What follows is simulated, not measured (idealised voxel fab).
process module | voxel released beams
cross-section cut | 290 nm wide | cells 5 nm
A cross-section is a grid of square cells, given in bands from the top down. A band is one or more rows of cells.
Each band's line starts with the height of the band's top and of its bottom, in nm. Then come its materials from left to right, each with its width in nm. One material with "throughout" fills the band from edge to edge. "air" is empty space.
Height 0 is the level under which the wafer as received is all one material. The lowest band goes on downwards, as in "0 down".
A width such as "30 to 40" changes by the same amount from each row of cells to the next, from the band's top row to its bottom row.
"no change" after a step means that no cell of the cross-section changed.
closed voids: empty space of 8 cells or more with no open way to the top, each as width x height at its distance from the left edge, in nm
after a step's settings: what the simulator itself notes on the step
overlay nm, on a step with a mask: how far to the right of its planned place the mask lay; to the left if negative
plan
1 op RECEIVE | material Si
2 op CONFORMAL_DEP | material Al2O3 | thk nm 5
3 op DIRECTIONAL_DEP | material SiO2 | thk nm 15
4 op PATTERN | tone open | mask id ANCHOR | material resist | width nm 25 | thk nm 15 | overlay nm 0
5 op DIRECTIONAL_ETCH | etch materials SiO2 | depth nm 15
6 op STRIP | etch materials resist
7 op CONFORMAL_DEP | material polySi | thk nm 10
8 op MASKED_ETCH | tone cover | mask id BEAM | width nm 95 | etch materials polySi | depth nm 10 | overlay nm 0
9 op STRIP | etch materials SiO2
first wafer, as planned
as received, after step 1
  0 down: Si throughout
  closed voids: none
after step 2
  5 to 0: Al2O3 throughout
  below 0: unchanged
after step 3
  20 to 5: SiO2 throughout
  below 5: unchanged
after step 4
  35 to 20: resist 100 | air 25 | resist 165
  below 20: unchanged
after step 5
  35 to 20: resist 100 | air 25 | resist 165
  20 to 5: SiO2 100 | air 25 | SiO2 165
  below 5: unchanged
after step 6
  20 to 5: SiO2 100 | air 25 | SiO2 165
  below 5: unchanged
after step 7
  30 to 20: polySi 110 | air 5 | polySi 175
  20 to 15: SiO2 100 | polySi 10 | air 5 | polySi 10 | SiO2 165
  15 to 5: SiO2 100 | polySi 25 | SiO2 165
  below 5: unchanged
after step 8
  30 to 20: air 95 | polySi 15 | air 5 | polySi 75 | air 100
  below 20: unchanged
after step 9
  30 to 20: air 95 | polySi 15 | air 5 | polySi 75 | air 100
  20 to 15: air 100 | polySi 10 | air 5 | polySi 10 | air 165
  15 to 5: air 100 | polySi 25 | air 165
  below 5: unchanged
second wafer: like start, like plan, one mistake. Through step 7 it matches the first wafer
when step 8 should have ended
  30 to 20: air 100 | polySi 10 | air 5 | polySi 70 | air 105
  below 20: unchanged
when step 9 should have ended
  30 to 20: air 100 | polySi 10 | air 5 | polySi 70 | air 105
  20 to 15: air 100 | polySi 10 | air 5 | polySi 10 | air 165
  15 to 5: air 100 | polySi 25 | air 165
  below 5: unchanged
what went wrong: step 8 ran as: op MASKED_ETCH | tone cover | mask id BEAM | width nm 85 | etch materials polySi | depth nm 10 | overlay nm 0
at the end the second wafer has, in cells: 4 fewer of polySi
